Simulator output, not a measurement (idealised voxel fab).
The following process module bears the name voxel capacitor over wiring.
It is cross-section cut that appears here, measuring 200 nm in width, its square cells being 5 nm in size.
Throughout this document, each cross-section is represented as a grid of square cells and is presented as a sequence of bands enumerated from the top downward, where a band comprises one or more rows of cells. Each band's line starts with the height of the band's top and of its bottom, in nm. Then come its materials from left to right, each with its width in nm. One material with "edge to edge" fills the band from edge to edge. "blank" is empty space. Counting heights begins at 0, where everything beneath is, in the wafer as received, one material. The lowest band has no bottom; it goes on downwards, as "0 down" shows. Graded width ("30->40"): value in top row of band = first number; value in bottom row = second number; row-to-row change constant. "no alteration" for a step: no cell of the cross-section changed in that step. "Closed void list": sealed empty spaces, 8 cells or more, no open way to top, listed width x height at distance, with distance from the left edge and width, height and distance in nm. What comes after the settings on a step's line is commentary from the simulator itself on that step. overlay nm: mask right of planned place by this much (step with mask). Neg. = left.

-- Planned step list for the process
1 RECEIVE (material Si)
2 CONFORMAL_DEP (material SiO2; thk nm 15)
3 DIRECTIONAL_DEP (material TiN; thk nm 5)
4 DIRECTIONAL_DEP (material W; thk nm 25)
5 DIRECTIONAL_DEP (material aC; thk nm 15)
6 PATTERN (tone cover; mask id METAL_1; material resist; width nm 25; pitch nm 95; thk nm 30; overlay nm 0)
7 DIRECTIONAL_ETCH (etch materials aC; depth nm 15)
8 STRIP (etch materials resist)
9 DIRECTIONAL_ETCH (etch materials W; depth nm 25)
10 DIRECTIONAL_ETCH (etch materials TiN; depth nm 5)
11 STRIP (etch materials aC)
12 FILL_DEP (material SiO2; thk nm 10)
13 CMP (height nm 45)
14 CONFORMAL_DEP (material SiCN; thk nm 5)
15 DIRECTIONAL_DEP (material lowk; thk nm 20)
16 DIRECTIONAL_DEP (material aC; thk nm 15)
17 PATTERN (tone open; mask id PLUG_1; material resist; width nm 15; thk nm 30; overlay nm 0)
18 DIRECTIONAL_ETCH (etch materials aC; depth nm 15)
19 STRIP (etch materials resist)
20 DIRECTIONAL_ETCH (etch materials lowk; depth nm 20)
21 DIRECTIONAL_ETCH (etch materials SiCN; depth nm 5)
22 STRIP (etch materials aC)
23 CONFORMAL_DEP (material TiN; thk nm 5)
24 FILL_DEP (material Cu; thk nm 5)
25 CMP (height nm 70)
26 DIRECTIONAL_DEP (material TiN; thk nm 10)
27 DIRECTIONAL_DEP (material HfO2; thk nm 5)
28 DIRECTIONAL_DEP (material TiN; thk nm 5)
29 MASKED_ETCH (tone cover; mask id UPPER_PLATE; width nm 75; etch materials TiN; depth nm 5; overlay nm 0)
30 MASKED_ETCH (tone cover; mask id UPPER_PLATE; width nm 75; etch materials HfO2; depth nm 5; overlay nm 0)
31 MASKED_ETCH (tone cover; mask id LOWER_PLATE; width nm 85; etch materials TiN; depth nm 10; overlay nm 0)
32 FILL_DEP (material SiO2; thk nm 15)
33 CMP (height nm 100)
34 PATTERN (tone open; mask id PLUG_2; material resist; width nm 15; thk nm 20; overlay nm 0)
35 DIRECTIONAL_ETCH (etch materials SiO2; depth nm 10)
36 STRIP (etch materials resist)
37 CONFORMAL_DEP (material TiN; thk nm 5)
38 FILL_DEP (material W; thk nm 5)
39 CMP (height nm 100)
40 CONFORMAL_DEP (material SiN; thk nm 5)

-- As received (post step 1): cross-section
0 down  Si edge to edge
Closed void list: none

-- first wafer at the end, as planned
105 to 100  SiN edge to edge
100 to 95  SiO2 (60) | TiN (5) | W (5) | TiN (5) | SiO2 (125)
95 to 85  SiO2 (60->50) | TiN (15->75) | SiO2 (125->75)
85 to 80  SiO2 (50) | HfO2 (75) | SiO2 (75)
80 to 70  SiO2 (45) | TiN (85) | SiO2 (70)
70 to 50  lowk (50) | TiN (5) | Cu (5) | TiN (5) | lowk (135)
50 to 45  SiCN (50) | TiN (15) | SiCN (135)
45 to 20  SiO2 (40) | W (25) | SiO2 (70) | W (25) | SiO2 (40)
20 to 15  SiO2 (40) | TiN (25) | SiO2 (70) | TiN (25) | SiO2 (40)
15 to 0  SiO2 edge to edge
0 down  Si edge to edge
Closed void list: none

-- Wafer two cross-section, module end. Start and plan unchanged from wafer one; one mistake made during the run
105 to 100  SiN edge to edge
100 to 95  SiO2 (60) | TiN (5) | W (5) | TiN (5) | SiO2 (125)
95 to 85  SiO2 (60->50) | TiN (15->75) | SiO2 (125->75)
85 to 80  SiO2 (50) | HfO2 (75) | SiO2 (75)
80 to 70  SiO2 (45) | TiN (85) | SiO2 (70)
70 to 50  lowk (50) | TiN (5) | Cu (5) | TiN (5) | lowk (135)
50 to 45  SiCN (50) | TiN (15) | SiCN (135)
45 to 20  W (40) | SiO2 (25) | W (70) | SiO2 (25) | W (40)
20 to 15  TiN (40) | SiO2 (25) | TiN (70) | SiO2 (25) | TiN (40)
15 to 0  SiO2 edge to edge
0 down  Si edge to edge
Closed void list: none
What broke from the plan during processing? heads up, step 6 didn't go per plan, it actually ran as PATTERN (tone open; mask id METAL_1; material resist; width nm 25; pitch nm 95; thk nm 30; overlay nm 0)
Final difference in cells, second wafer against first, listed per material as more or fewer: SiO2: 120 fewer | TiN: 20 more | W: 100 more
